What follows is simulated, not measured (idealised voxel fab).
Process module in this document: voxel transistor to metal
We display cut, a cross-section 150 nm in width whose square cells are each 5 nm.
A cross-section is a grid of square cells, given in bands from the top down. A band is one or more rows of cells. Band: top and bottom heights (nm) first, top before bottom; then materials from left to right, widths in nm. "edge to edge" marks a sole material filling the band edge to edge. "blank" denotes empty space. Height is counted from the level 0, under which the received wafer is composed throughout of one material. The lowest of the bands is not closed at the bottom but continues downward, in the notation "from 0 down". You'd read "30..40" like this: the band's top row of cells is as wide as the first number, its bottom row is as wide as the second, and going down, every row changes width by the same amount as the row before did. "no change" -> step changed no cross-section cell. In the "Fully enclosed voids" entry, you get each enclosed empty space of 8 cells or more, one with no open way to the top, written width x height at distance, distance from the left edge, in nm. after a step's settings: what the simulator itself notes on the step. overlay nm: step with mask; distance mask lay right of planned place; negative value = left of planned place. The remainder of this document consists of a sequence of paired cross-sections. Each pair presents the cross-section prior to one process step together with the cross-section following it, the latter being rendered only as deep as the lowest band that underwent change. The intervening step, together with its settings, is stated beneath each pair. Because the pairs may originate from different runs of this module on the same starting wafer, a given pair is to be read as continuing from the preceding pair only where its entry headed "Structure before processing" so indicates.
STRUCTURE BEFORE PROCESSING
  from 30 to 25: SiCN edge to edge
  from 25 to 10: SiO2=20, then TiN=5, then W=10, then TiN=5, then SiO2=70, then TiN=5, then W=10, then TiN=5, then SiO2=20
  from 10 to 0: SiO2=20, then TiN=5, then W=10, then TiN=5, then SiO2=5, then SiN=10, then HfO2=5, then TiN=5, then W=20, then TiN=5, then HfO2=5, then SiN=10, then SiO2=5, then TiN=5, then W=10, then TiN=5, then SiO2=20
  from 0 to -5: SiO2=20, then TiN=5, then W=10, then TiN=5, then SiO2=5, then SiN=10, then HfO2=5, then TiN=30, then HfO2=5, then SiN=10, then SiO2=5, then TiN=5, then W=10, then TiN=5, then SiO2=20
  from -5 to -10: SiO2=20, then TiN=20, then nSi=5, then SiO2=10, then HfO2=40, then SiO2=10, then nSi=5, then TiN=20, then SiO2=20
  from -10 to -15: SiO2=15, then nSi=30, then Si=60, then nSi=30, then SiO2=15
  from -15 to -75: SiO2=15, then Si=120, then SiO2=15
  from -75 down: Si edge to edge
  Fully enclosed voids: none
RESULTING STRUCTURE
  from 55 to 30: lowk edge to edge
  Lower than 30, everything is as it was.
  Fully enclosed voids: none
Quick note on the step between the two cross-sections above: DIRECTIONAL_DEP with material lowk, thk nm 25
Structure before processing: after-state, pair directly above.
RESULTING STRUCTURE
  from 55 to 30: lowk=20, then blank=20, then lowk=70, then blank=20, then lowk=20
  Lower than 30, everything is as it was.
  Fully enclosed voids: none
Quick note on the step between the two cross-sections above: MASKED_ETCH with tone open, mask id METAL_1, width nm 20, pitch nm 90, etch materials lowk, depth nm 25, overlay nm 0
Structure before processing: after-state, pair directly above.
RESULTING STRUCTURE
  from 55 to 30: lowk=20, then blank=20, then lowk=70, then blank=20, then lowk=20
  from 30 to 25: SiCN=20, then blank=20, then SiCN=70, then blank=20, then SiCN=20
  Lower than 25, everything is as it was.
  Fully enclosed voids: none
Quick note on the step between the two cross-sections above: MASKED_ETCH with tone open, mask id METAL_1, width nm 20, pitch nm 90, etch materials SiCN, depth nm 5, overlay nm 0
Structure before processing: after-state, pair directly above.
RESULTING STRUCTURE
  from 60 to 55: TiN=25, then blank=10, then TiN=80, then blank=10, then TiN=25
  from 55 to 30: lowk=20, then TiN=5, then blank=10, then TiN=5, then lowk=70, then TiN=5, then blank=10, then TiN=5, then lowk=20
  from 30 to 25: SiCN=20, then TiN=20, then SiCN=70, then TiN=20, then SiCN=20
  Lower than 25, everything is as it was.
  Fully enclosed voids: none
Quick note on the step between the two cross-sections above: CONFORMAL_DEP with material TiN, thk nm 5
Structure before processing: after-state, pair directly above.
RESULTING STRUCTURE
  from 70 to 60: Cu edge to edge
  from 60 to 55: TiN=25, then Cu=10, then TiN=80, then Cu=10, then TiN=25
  from 55 to 30: lowk=20, then TiN=5, then Cu=10, then TiN=5, then lowk=70, then TiN=5, then Cu=10, then TiN=5, then lowk=20
  Lower than 30, everything is as it was.
  Fully enclosed voids: none
Quick note on the step between the two cross-sections above: FILL_DEP with material Cu, thk nm 10
Structure before processing: after-state, pair directly above.
RESULTING STRUCTURE
  from 55 to 30: lowk=20, then TiN=5, then Cu=10, then TiN=5, then lowk=70, then TiN=5, then Cu=10, then TiN=5, then lowk=20
  Lower than 30, everything is as it was.
  Fully enclosed voids: none
Quick note on the step between the two cross-sections above: CMP with height nm 55
Structure before processing: after-state, pair directly above.
RESULTING STRUCTURE
  from 60 to 55: SiCN edge to edge
  Lower than 55, everything is as it was.
  Fully enclosed voids: none
Quick note on the step between the two cross-sections above: CONFORMAL_DEP with material SiCN, thk nm 5
Structure before processing: after-state, pair directly above.
RESULTING STRUCTURE
  from 85 to 60: lowk edge to edge
  Lower than 60, everything is as it was.
  Fully enclosed voids: none
Quick note on the step between the two cross-sections above: DIRECTIONAL_DEP with material lowk, thk nm 25
Structure before processing: after-state, pair directly above.
RESULTING STRUCTURE
  from 95 to 85: aC edge to edge
  Lower than 85, everything is as it was.
  Fully enclosed voids: none
Quick note on the step between the two cross-sections above: DIRECTIONAL_DEP with material aC, thk nm 10
Structure before processing: after-state, pair directly above.
RESULTING STRUCTURE
  from 125 to 95: resist=20, then blank=20, then resist=70, then blank=20, then resist=20
  Lower than 95, everything is as it was.
  Fully enclosed voids: none
Quick note on the step between the two cross-sections above: PATTERN with tone open, mask id METAL_2, material resist, width nm 20, pitch nm 90, thk nm 30, overlay nm 0
Structure before processing: after-state, pair directly above.
RESULTING STRUCTURE
  from 115 to 95: resist=20, then blank=20, then resist=70, then blank=20, then resist=20
  from 95 to 85: aC=20, then blank=20, then aC=70, then blank=20, then aC=20
  Lower than 85, everything is as it was.
  Fully enclosed voids: none
Quick note on the step between the two cross-sections above: DIRECTIONAL_ETCH with etch materials aC, depth nm 10
Structure before processing: after-state, pair directly above.
RESULTING STRUCTURE
  from 95 to 85: aC=20, then blank=20, then aC=70, then blank=20, then aC=20
  Lower than 85, everything is as it was.
  Fully enclosed voids: none
Quick note on the step between the two cross-sections above: STRIP with etch materials resist
Structure before processing: after-state, pair directly above.
RESULTING STRUCTURE
  from 95 to 85: aC=20, then blank=20, then aC=70, then blank=20, then aC=20
  from 85 to 70: lowk=20, then blank=20, then lowk=70, then blank=20, then lowk=20
  Lower than 70, everything is as it was.
  Fully enclosed voids: none
Quick note on the step between the two cross-sections above: DIRECTIONAL_ETCH with etch materials lowk, depth nm 15
Structure before processing: after-state, pair directly above.
RESULTING STRUCTURE
  from 85 to 70: lowk=20, then blank=20, then lowk=70, then blank=20, then lowk=20
  Lower than 70, everything is as it was.
  Fully enclosed voids: none
Quick note on the step between the two cross-sections above: STRIP with etch materials aC
Structure before processing: after-state, pair directly above.
RESULTING STRUCTURE
  from 100 to 85: aC=20, then blank=20, then aC=70, then blank=20, then aC=20
  from 85 to 70: lowk=20, then aC=20, then lowk=70, then aC=20, then lowk=20
  Lower than 70, everything is as it was.
  Fully enclosed voids: none
Quick note on the step between the two cross-sections above: DIRECTIONAL_DEP with material aC, thk nm 15
Structure before processing: after-state, pair directly above.
RESULTING STRUCTURE
  from 130 to 100: resist=20, then blank=15, then resist=75, then blank=15, then resist=25
  from 100 to 85: aC=20, then blank=15, then resist=5, then aC=70, then blank=15, then resist=5, then aC=20
  Lower than 85, everything is as it was.
  Fully enclosed voids: none
Quick note on the step between the two cross-sections above: PATTERN with tone open, mask id METAL_2_HOLES, material resist, width nm 15, pitch nm 90, thk nm 30, overlay nm 0
Structure before processing: after-state, pair directly above.
RESULTING STRUCTURE
  from 115 to 100: resist=20, then blank=15, then resist=75, then blank=15, then resist=25
  from 100 to 85: aC=20, then blank=15, then resist=5, then aC=70, then blank=15, then resist=5, then aC=20
  from 85 to 70: lowk=20, then blank=15, then aC=5, then lowk=70, then blank=15, then aC=5, then lowk=20
  Lower than 70, everything is as it was.
  Fully enclosed voids: none
Quick note on the step between the two cross-sections above: DIRECTIONAL_ETCH with etch materials aC, depth nm 15
Structure before processing: after-state, pair directly above.
RESULTING STRUCTURE
  from 100 to 85: aC=20, then blank=20, then aC=70, then blank=20, then aC=20
  Lower than 85, everything is as it was.
  Fully enclosed voids: none
Quick note on the step between the two cross-sections above: STRIP with etch materials resist
Structure before processing: after-state, pair directly above.
RESULTING STRUCTURE
  from 100 to 85: aC=20, then blank=20, then aC=70, then blank=20, then aC=20
  from 85 to 70: lowk=20, then blank=15, then aC=5, then lowk=70, then blank=15, then aC=5, then lowk=20
  from 70 to 60: lowk=20, then blank=15, then lowk=75, then blank=15, then lowk=25
  Lower than 60, everything is as it was.
  Fully enclosed voids: none
Quick note on the step between the two cross-sections above: DIRECTIONAL_ETCH with etch materials lowk, depth nm 10
Structure before processing: after-state, pair directly above.
RESULTING STRUCTURE
  from 100 to 85: aC=20, then blank=20, then aC=70, then blank=20, then aC=20
  from 85 to 70: lowk=20, then blank=15, then aC=5, then lowk=70, then blank=15, then aC=5, then lowk=20
  from 70 to 60: lowk=20, then blank=15, then lowk=75, then blank=15, then lowk=25
  from 60 to 55: SiCN=20, then blank=15, then SiCN=75, then blank=15, then SiCN=25
  Lower than 55, everything is as it was.
  Fully enclosed voids: none
Quick note on the step between the two cross-sections above: DIRECTIONAL_ETCH with etch materials SiCN, depth nm 5
Structure before processing: after-state, pair directly above.
RESULTING STRUCTURE
  from 85 to 70: lowk=20, then blank=20, then lowk=70, then blank=20, then lowk=20
  Lower than 70, everything is as it was.
  Fully enclosed voids: none
Quick note on the step between the two cross-sections above: STRIP with etch materials aC
Structure before processing: after-state, pair directly above.
RESULTING STRUCTURE
  from 90 to 85: TiN=25, then blank=10, then TiN=80, then blank=10, then TiN=25
  from 85 to 75: lowk=20, then TiN=5, then blank=10, then TiN=5, then lowk=70, then TiN=5, then blank=10, then TiN=5, then lowk=20
  from 75 to 70: lowk=20, then TiN=5, then blank=5, then TiN=10, then lowk=70, then TiN=5, then blank=5, then TiN=10, then lowk=20
  from 70 to 60: lowk=20, then TiN=5, then blank=5, then TiN=5, then lowk=75, then TiN=5, then blank=5, then TiN=5, then lowk=25
  from 60 to 55: SiCN=20, then TiN=15, then SiCN=75, then TiN=15, then SiCN=25
  Lower than 55, everything is as it was.
  Fully enclosed voids: none
Quick note on the step between the two cross-sections above: CONFORMAL_DEP with material TiN, thk nm 5
Structure before processing: after-state, pair directly above.
RESULTING STRUCTURE
  from 100 to 90: Ru edge to edge
  from 90 to 85: TiN=25, then Ru=10, then TiN=80, then Ru=10, then TiN=25
  from 85 to 75: lowk=20, then TiN=5, then Ru=10, then TiN=5, then lowk=70, then TiN=5, then Ru=10, then TiN=5, then lowk=20
  from 75 to 70: lowk=20, then TiN=5, then Ru=5, then TiN=10, then lowk=70, then TiN=5, then Ru=5, then TiN=10, then lowk=20
  from 70 to 60: lowk=20, then TiN=5, then Ru=5, then TiN=5, then lowk=75, then TiN=5, then Ru=5, then TiN=5, then lowk=25
  Lower than 60, everything is as it was.
  Fully enclosed voids: none
Quick note on the step between the two cross-sections above: FILL_DEP with material Ru, thk nm 10
Structure before processing: after-state, pair directly above.
RESULTING STRUCTURE
  from 85 to 75: lowk=20, then TiN=5, then Ru=10, then TiN=5, then lowk=70, then TiN=5, then Ru=10, then TiN=5, then lowk=20
  Lower than 75, everything is as it was.
  Fully enclosed voids: none
Quick note on the step between the two cross-sections above: CMP with height nm 85
Structure before processing: after-state, pair directly above.
RESULTING STRUCTURE
  from 90 to 85: SiN edge to edge
  Lower than 85, everything is as it was.
  Fully enclosed voids: none
Quick note on the step between the two cross-sections above: CONFORMAL_DEP with material SiN, thk nm 5
STRUCTURE BEFORE PROCESSING
  from 10 to 0: blank=15, then SiN=120, then blank=15
  from 0 to -5: SiO2 edge to edge
  from -5 to -40: SiO2=15, then Si=120, then SiO2=15
  from -40 down: Si edge to edge
  Fully enclosed voids: none
RESULTING STRUCTURE
  from 10 to 0: blank=15, then SiN=120, then blank=15
  from 0 to -5: blank=20, then SiO2=110, then blank=20
  Lower than -5, everything is as it was.
  Fully enclosed voids: none
Quick note on the step between the two cross-sections above: SELECTIVE_ETCH with etch materials SiO2, depth nm 5
Structure before processing: after-state, pair directly above.
RESULTING STRUCTURE
  from 0 to -5: blank=20, then SiO2=110, then blank=20
  Lower than -5, everything is as it was.
  Fully enclosed voids: none
Quick note on the step between the two cross-sections above: STRIP with etch materials SiN
Structure before processing: after-state, pair directly above.
RESULTING STRUCTURE
  from 0 to -5: blank=20, then SiO2=110, then blank=20
  from -5 to -10: SiO2=25, then Si=100, then SiO2=25
  Lower than -10, everything is as it was.
  Fully enclosed voids: none
Quick note on the step between the two cross-sections above: OXIDIZE with depth nm 5
Structure before processing: after-state, pair directly above.
RESULTING STRUCTURE
  from 20 to 15: blank=20, then polySi=110, then blank=20
  from 15 to 0: polySi edge to edge
  from 0 to -5: polySi=20, then SiO2=110, then polySi=20
  Lower than -5, everything is as it was.
  Fully enclosed voids: none
Quick note on the step between the two cross-sections above: DIRECTIONAL_DEP with material polySi, thk nm 20
Structure before processing: after-state, pair directly above.
RESULTING STRUCTURE
  from 35 to 30: blank=20, then SiCN=110, then blank=20
  from 30 to 20: SiCN edge to edge
  from 20 to 15: SiCN=20, then polySi=110, then SiCN=20
  Lower than 15, everything is as it was.
  Fully enclosed voids: none
Quick note on the step between the two cross-sections above: DIRECTIONAL_DEP with material SiCN, thk nm 15
Structure before processing: after-state, pair directly above.
RESULTING STRUCTURE
  from 35 to 20: blank=60, then SiCN=30, then blank=60
  from 20 to 15: blank=20, then polySi=110, then blank=20
  Lower than 15, everything is as it was.
  Fully enclosed voids: none
Quick note on the step between the two cross-sections above: MASKED_ETCH with tone cover, mask id GATE, width nm 30, etch materials SiCN, depth nm 25, overlay nm 0
Structure before processing: after-state, pair directly above.
RESULTING STRUCTURE
  from 35 to 20: blank=60, then SiCN=30, then blank=60
  from 20 to 0: blank=60, then polySi=30, then blank=60
  from 0 to -5: blank=20, then SiO2=110, then blank=20
  Lower than -5, everything is as it was.
  Fully enclosed voids: none
Quick note on the step between the two cross-sections above: MASKED_ETCH with tone cover, mask id GATE, width nm 30, etch materials polySi, depth nm 30, overlay nm 0
Structure before processing: after-state, pair directly above.
RESULTING STRUCTURE
  from 40 to 35: blank=55, then SiO2=40, then blank=55
  from 35 to 20: blank=55, then SiO2=5, then SiCN=30, then SiO2=5, then blank=55
  from 20 to 5: blank=55, then SiO2=5, then polySi=30, then SiO2=5, then blank=55
  from 5 to 0: blank=15, then SiO2=45, then polySi=30, then SiO2=45, then blank=15
  from 0 to -5: SiO2 edge to edge
  Lower than -5, everything is as it was.
  Fully enclosed voids: none
Quick note on the step between the two cross-sections above: CONFORMAL_DEP with material SiO2, thk nm 5
Structure before processing: after-state, pair directly above.
RESULTING STRUCTURE
  from 35 to 20: blank=55, then SiO2=5, then SiCN=30, then SiO2=5, then blank=55
  from 20 to 0: blank=55, then SiO2=5, then polySi=30, then SiO2=5, then blank=55
  from 0 to -5: blank=15, then SiO2=120, then blank=15
  Lower than -5, everything is as it was.
  Fully enclosed voids: none
Quick note on the step between the two cross-sections above: DIRECTIONAL_ETCH with etch materials SiO2, depth nm 5
Structure before processing: after-state, pair directly above.
RESULTING STRUCTURE
  from 45 to 35: blank=45, then SiN=60, then blank=45
  from 35 to 20: blank=45, then SiN=10, then SiO2=5, then SiCN=30, then SiO2=5, then SiN=10, then blank=45
  from 20 to 10: blank=45, then SiN=10, then SiO2=5, then polySi=30, then SiO2=5, then SiN=10, then blank=45
  from 10 to 5: blank=5, then SiN=50, then SiO2=5, then polySi=30, then SiO2=5, then SiN=50, then blank=5
  from 5 to 0: SiN=55, then SiO2=5, then polySi=30, then SiO2=5, then SiN=55
  from 0 to -5: SiN=15, then SiO2=120, then SiN=15
  Lower than -5, everything is as it was.
  Fully enclosed voids: none
Quick note on the step between the two cross-sections above: CONFORMAL_DEP with material SiN, thk nm 10
Structure before processing: after-state, pair directly above.
RESULTING STRUCTURE
  from 35 to 20: blank=45, then SiN=10, then SiO2=5, then SiCN=30, then SiO2=5, then SiN=10, then blank=45
  from 20 to 0: blank=45, then SiN=10, then SiO2=5, then polySi=30, then SiO2=5, then SiN=10, then blank=45
  from 0 to -5: blank=5, then SiN=10, then SiO2=120, then SiN=10, then blank=5
  Lower than -5, everything is as it was.
  Fully enclosed voids: none
Quick note on the step between the two cross-sections above: DIRECTIONAL_ETCH with etch materials SiN, depth nm 10
Structure before processing: after-state, pair directly above.
RESULTING STRUCTURE
  from 35 to 30: blank=45, then SiN=10, then blank=5, then SiCN=30, then blank=5, then SiN=10, then blank=45
  from 30 to 20: blank=45, then SiN=10, then SiO2=5, then SiCN=30, then SiO2=5, then SiN=10, then blank=45
  from 20 to 0: blank=45, then SiN=10, then SiO2=5, then polySi=30, then SiO2=5, then SiN=10, then blank=45
  from 0 to -5: blank=5, then SiN=10, then blank=30, then SiO2=60, then blank=30, then SiN=10, then blank=5
  from -5 to -10: blank=5, then SiO2=20, then Si=100, then SiO2=20, then blank=5
  Lower than -10, everything is as it was.
  Fully enclosed voids: none
Quick note on the step between the two cross-sections above: DIRECTIONAL_ETCH with etch materials SiO2, depth nm 5
Structure before processing: after-state, pair directly above.
RESULTING STRUCTURE
  from 35 to 30: blank=45, then SiN=10, then blank=5, then SiCN=30, then blank=5, then SiN=10, then blank=45
  from 30 to 20: blank=45, then SiN=10, then SiO2=5, then SiCN=30, then SiO2=5, then SiN=10, then blank=45
  from 20 to 0: blank=45, then SiN=10, then SiO2=5, then polySi=30, then SiO2=5, then SiN=10, then blank=45
  from 0 to -5: blank=5, then SiN=10, then blank=30, then SiO2=60, then blank=30, then SiN=10, then blank=5
  from -5 to -10: blank=5, then SiO2=20, then blank=20, then Si=60, then blank=20, then SiO2=20, then blank=5
  Lower than -10, everything is as it was.
  Fully enclosed voids: none
Quick note on the step between the two cross-sections above: DIRECTIONAL_ETCH with etch materials Si, depth nm 5
Structure before processing: after-state, pair directly above.
RESULTING STRUCTURE
  from 35 to 30: blank=45, then SiN=10, then blank=5, then SiCN=30, then blank=5, then SiN=10, then blank=45
  from 30 to 20: blank=45, then SiN=10, then SiO2=5, then SiCN=30, then SiO2=5, then SiN=10, then blank=45
  from 20 to 0: blank=45, then SiN=10, then SiO2=5, then polySi=30, then SiO2=5, then SiN=10, then blank=45
  from 0 to -5: blank=5, then SiN=10, then blank=25, then nSi=5, then SiO2=60, then nSi=5, then blank=25, then SiN=10, then blank=5
  from -5 to -10: blank=5, then SiO2=20, then nSi=20, then Si=60, then nSi=20, then SiO2=20, then blank=5
  Lower than -10, everything is as it was.
  Fully enclosed voids: none
Quick note on the step between the two cross-sections above: EPI with material nSi, thk nm 5
Structure before processing: after-state, pair directly above.
RESULTING STRUCTURE
  from 40 to 35: SiO2 edge to edge
  from 35 to 20: SiO2=45, then SiN=10, then SiO2=5, then SiCN=30, then SiO2=5, then SiN=10, then SiO2=45
  from 20 to 0: SiO2=45, then SiN=10, then SiO2=5, then polySi=30, then SiO2=5, then SiN=10, then SiO2=45
  from 0 to -5: SiO2=5, then SiN=10, then SiO2=25, then nSi=5, then SiO2=60, then nSi=5, then SiO2=25, then SiN=10, then SiO2=5
  from -5 to -10: SiO2=25, then nSi=20, then Si=60, then nSi=20, then SiO2=25
  Lower than -10, everything is as it was.
  Fully enclosed voids: none
Quick note on the step between the two cross-sections above: FILL_DEP with material SiO2, thk nm 5
Structure before processing: after-state, pair directly above.
RESULTING STRUCTURE
  from 15 to 0: SiO2=45, then SiN=10, then SiO2=5, then polySi=30, then SiO2=5, then SiN=10, then SiO2=45
  Lower than 0, everything is as it was.
  Fully enclosed voids: none
Quick note on the step between the two cross-sections above: CMP with height nm 15
Structure before processing: after-state, pair directly above.
RESULTING STRUCTURE
  from 15 to 0: SiO2=45, then SiN=10, then SiO2=5, then blank=30, then SiO2=5, then SiN=10, then SiO2=45
  Lower than 0, everything is as it was.
  Fully enclosed voids: none
Quick note on the step between the two cross-sections above: STRIP with etch materials polySi
Structure before processing: after-state, pair directly above.
RESULTING STRUCTURE
  from 15 to 10: blank=45, then SiN=10, then blank=40, then SiN=10, then blank=45
  from 10 to 0: SiO2=45, then SiN=10, then blank=40, then SiN=10, then SiO2=45
  from 0 to -5: SiO2=5, then SiN=10, then SiO2=25, then nSi=5, then SiO2=10, then blank=40, then SiO2=10, then nSi=5, then SiO2=25, then SiN=10, then SiO2=5
  Lower than -5, everything is as it was.
  Fully enclosed voids: none
Quick note on the step between the two cross-sections above: SELECTIVE_ETCH with etch materials SiO2, depth nm 5
Structure before processing: after-state, pair directly above.
RESULTING STRUCTURE
  from 20 to 15: blank=40, then HfO2=20, then blank=30, then HfO2=20, then blank=40
  from 15 to 10: HfO2=45, then SiN=10, then HfO2=5, then blank=30, then HfO2=5, then SiN=10, then HfO2=45
  from 10 to 0: SiO2=45, then SiN=10, then HfO2=5, then blank=30, then HfO2=5, then SiN=10, then SiO2=45
  from 0 to -5: SiO2=5, then SiN=10, then SiO2=25, then nSi=5, then SiO2=10, then HfO2=40, then SiO2=10, then nSi=5, then SiO2=25, then SiN=10, then SiO2=5
  Lower than -5, everything is as it was.
  Fully enclosed voids: none
Quick note on the step between the two cross-sections above: CONFORMAL_DEP with material HfO2, thk nm 5
Structure before processing: after-state, pair directly above.
RESULTING STRUCTURE
  from 25 to 20: blank=35, then TiN=30, then blank=20, then TiN=30, then blank=35
  from 20 to 15: TiN=40, then HfO2=20, then TiN=5, then blank=20, then TiN=5, then HfO2=20, then TiN=40
  from 15 to 10: HfO2=45, then SiN=10, then HfO2=5, then TiN=5, then blank=20, then TiN=5, then HfO2=5, then SiN=10, then HfO2=45
  from 10 to 5: SiO2=45, then SiN=10, then HfO2=5, then TiN=5, then blank=20, then TiN=5, then HfO2=5, then SiN=10, then SiO2=45
  from 5 to 0: SiO2=45, then SiN=10, then HfO2=5, then TiN=30, then HfO2=5, then SiN=10, then SiO2=45
  Lower than 0, everything is as it was.
  Fully enclosed voids: none
Quick note on the step between the two cross-sections above: CONFORMAL_DEP with material TiN, thk nm 5
Structure before processing: after-state, pair directly above.
RESULTING STRUCTURE
  from 30 to 25: W edge to edge
  from 25 to 20: W=35, then TiN=30, then W=20, then TiN=30, then W=35
  from 20 to 15: TiN=40, then HfO2=20, then TiN=5, then W=20, then TiN=5, then HfO2=20, then TiN=40
  from 15 to 10: HfO2=45, then SiN=10, then HfO2=5, then TiN=5, then W=20, then TiN=5, then HfO2=5, then SiN=10, then HfO2=45
  from 10 to 5: SiO2=45, then SiN=10, then HfO2=5, then TiN=5, then W=20, then TiN=5, then HfO2=5, then SiN=10, then SiO2=45
  Lower than 5, everything is as it was.
  Fully enclosed voids: none
Quick note on the step between the two cross-sections above: FILL_DEP with material W, thk nm 5
Structure before processing: after-state, pair directly above.
RESULTING STRUCTURE
  from 10 to 5: SiO2=45, then SiN=10, then HfO2=5, then TiN=5, then W=20, then TiN=5, then HfO2=5, then SiN=10, then SiO2=45
  Lower than 5, everything is as it was.
  Fully enclosed voids: none
Quick note on the step between the two cross-sections above: CMP with height nm 10
Structure before processing: after-state, pair directly above.
RESULTING STRUCTURE
  from 25 to 10: SiO2 edge to edge
  Lower than 10, everything is as it was.
  Fully enclosed voids: none
Quick note on the step between the two cross-sections above: DIRECTIONAL_DEP with material SiO2, thk nm 15
Structure before processing: after-state, pair directly above.
RESULTING STRUCTURE
  from 40 to 25: resist=20, then blank=20, then resist=70, then blank=20, then resist=20
  Lower than 25, everything is as it was.
  Fully enclosed voids: none
Quick note on the step between the two cross-sections above: PATTERN with tone open, mask id CONTACT, material resist, width nm 20, pitch nm 90, thk nm 15, overlay nm 0
Structure before processing: after-state, pair directly above.
RESULTING STRUCTURE
  from 40 to 25: resist=20, then blank=20, then resist=70, then blank=20, then resist=20
  from 25 to 10: SiO2=20, then blank=20, then SiO2=70, then blank=20, then SiO2=20
  from 10 to 5: SiO2=20, then blank=20, then SiO2=5, then SiN=10, then HfO2=5, then TiN=5, then W=20, then TiN=5, then HfO2=5, then SiN=10, then SiO2=5, then blank=20, then SiO2=20
  from 5 to 0: SiO2=20, then blank=20, then SiO2=5, then SiN=10, then HfO2=5, then TiN=30, then HfO2=5, then SiN=10, then SiO2=5, then blank=20, then SiO2=20
  from 0 to -5: SiO2=5, then SiN=10, then SiO2=5, then blank=20, then nSi=5, then SiO2=10, then HfO2=40, then SiO2=10, then nSi=5, then blank=20, then SiO2=5, then SiN=10, then SiO2=5
  from -5 to -10: SiO2=20, then blank=5, then nSi=20, then Si=60, then nSi=20, then blank=5, then SiO2=20
  Lower than -10, everything is as it was.
  Fully enclosed voids: none
Quick note on the step between the two cross-sections above: DIRECTIONAL_ETCH with etch materials SiO2, depth nm 35
Structure before processing: after-state, pair directly above.
RESULTING STRUCTURE
  from 25 to 10: SiO2=20, then blank=20, then SiO2=70, then blank=20, then SiO2=20
  Lower than 10, everything is as it was.
  Fully enclosed voids: none
Quick note on the step between the two cross-sections above: STRIP with etch materials resist
Structure before processing: after-state, pair directly above.
RESULTING STRUCTURE
  from 30 to 25: TiN=25, then blank=10, then TiN=80, then blank=10, then TiN=25
  from 25 to 10: SiO2=20, then TiN=5, then blank=10, then TiN=5, then SiO2=70, then TiN=5, then blank=10, then TiN=5, then SiO2=20
  from 10 to 5: SiO2=20, then TiN=5, then blank=10, then TiN=5, then SiO2=5, then SiN=10, then HfO2=5, then TiN=5, then W=20, then TiN=5, then HfO2=5, then SiN=10, then SiO2=5, then TiN=5, then blank=10, then TiN=5, then SiO2=20
  from 5 to 0: SiO2=20, then TiN=5, then blank=10, then TiN=5, then SiO2=5, then SiN=10, then HfO2=5, then TiN=30, then HfO2=5, then SiN=10, then SiO2=5, then TiN=5, then blank=10, then TiN=5, then SiO2=20
  from 0 to -5: SiO2=5, then SiN=10, then SiO2=5, then TiN=20, then nSi=5, then SiO2=10, then HfO2=40, then SiO2=10, then nSi=5, then TiN=20, then SiO2=5, then SiN=10, then SiO2=5
  from -5 to -10: SiO2=20, then TiN=5, then nSi=20, then Si=60, then nSi=20, then TiN=5, then SiO2=20
  Lower than -10, everything is as it was.
  Fully enclosed voids: none
Quick note on the step between the two cross-sections above: CONFORMAL_DEP with material TiN, thk nm 5
Structure before processing: after-state, pair directly above.
RESULTING STRUCTURE
  from 40 to 30: W edge to edge
  from 30 to 25: TiN=25, then W=10, then TiN=80, then W=10, then TiN=25
  from 25 to 10: SiO2=20, then TiN=5, then W=10, then TiN=5, then SiO2=70, then TiN=5, then W=10, then TiN=5, then SiO2=20
  from 10 to 5: SiO2=20, then TiN=5, then W=10, then TiN=5, then SiO2=5, then SiN=10, then HfO2=5, then TiN=5, then W=20, then TiN=5, then HfO2=5, then SiN=10, then SiO2=5, then TiN=5, then W=10, then TiN=5, then SiO2=20
  from 5 to 0: SiO2=20, then TiN=5, then W=10, then TiN=5, then SiO2=5, then SiN=10, then HfO2=5, then TiN=30, then HfO2=5, then SiN=10, then SiO2=5, then TiN=5, then W=10, then TiN=5, then SiO2=20
  Lower than 0, everything is as it was.
  Fully enclosed voids: none
Quick note on the step between the two cross-sections above: FILL_DEP with material W, thk nm 10
Structure before processing: after-state, pair directly above.
RESULTING STRUCTURE
  from 25 to 10: SiO2=20, then TiN=5, then W=10, then TiN=5, then SiO2=70, then TiN=5, then W=10, then TiN=5, then SiO2=20
  Lower than 10, everything is as it was.
  Fully enclosed voids: none
Quick note on the step between the two cross-sections above: CMP with height nm 25
Structure before processing: after-state, pair directly above.
RESULTING STRUCTURE
  from 30 to 25: SiCN edge to edge
  Lower than 25, everything is as it was.
  Fully enclosed voids: none
Quick note on the step between the two cross-sections above: CONFORMAL_DEP with material SiCN, thk nm 5
Structure before processing: after-state, pair directly above.
RESULTING STRUCTURE
  from 55 to 30: lowk edge to edge
  Lower than 30, everything is as it was.
  Fully enclosed voids: none
Quick note on the step between the two cross-sections above: DIRECTIONAL_DEP with material lowk, thk nm 25
Structure before processing: after-state, pair directly above.
RESULTING STRUCTURE
  from 55 to 30: lowk=20, then blank=20, then lowk=70, then blank=20, then lowk=20
  Lower than 30, everything is as it was.
  Fully enclosed voids: none
Quick note on the step between the two cross-sections above: MASKED_ETCH with tone open, mask id METAL_1, width nm 20, pitch nm 90, etch materials lowk, depth nm 25, overlay nm 0
Structure before processing: after-state, pair directly above.
RESULTING STRUCTURE
  from 55 to 30: lowk=20, then blank=20, then lowk=70, then blank=20, then lowk=20
  from 30 to 25: SiCN=20, then blank=20, then SiCN=70, then blank=20, then SiCN=20
  Lower than 25, everything is as it was.
  Fully enclosed voids: none
Quick note on the step between the two cross-sections above: MASKED_ETCH with tone open, mask id METAL_1, width nm 20, pitch nm 90, etch materials SiCN, depth nm 5, overlay nm 0
Structure before processing: after-state, pair directly above.
RESULTING STRUCTURE
  from 60 to 55: TiN=25, then blank=10, then TiN=80, then blank=10, then TiN=25
  from 55 to 30: lowk=20, then TiN=5, then blank=10, then TiN=5, then lowk=70, then TiN=5, then blank=10, then TiN=5, then lowk=20
  from 30 to 25: SiCN=20, then TiN=20, then SiCN=70, then TiN=20, then SiCN=20
  Lower than 25, everything is as it was.
  Fully enclosed voids: none
Quick note on the step between the two cross-sections above: CONFORMAL_DEP with material TiN, thk nm 5
Structure before processing: after-state, pair directly above.
RESULTING STRUCTURE
  from 70 to 60: Cu edge to edge
  from 60 to 55: TiN=25, then Cu=10, then TiN=80, then Cu=10, then TiN=25
  from 55 to 30: lowk=20, then TiN=5, then Cu=10, then TiN=5, then lowk=70, then TiN=5, then Cu=10, then TiN=5, then lowk=20
  Lower than 30, everything is as it was.
  Fully enclosed voids: none
Quick note on the step between the two cross-sections above: FILL_DEP with material Cu, thk nm 10
Structure before processing: after-state, pair directly above.
RESULTING STRUCTURE
  from 55 to 30: lowk=20, then TiN=5, then Cu=10, then TiN=5, then lowk=70, then TiN=5, then Cu=10, then TiN=5, then lowk=20
  Lower than 30, everything is as it was.
  Fully enclosed voids: none
Quick note on the step between the two cross-sections above: CMP with height nm 55
Structure before processing: after-state, pair directly above.
RESULTING STRUCTURE
  from 60 to 55: SiCN edge to edge
  Lower than 55, everything is as it was.
  Fully enclosed voids: none
Quick note on the step between the two cross-sections above: CONFORMAL_DEP with material SiCN, thk nm 5
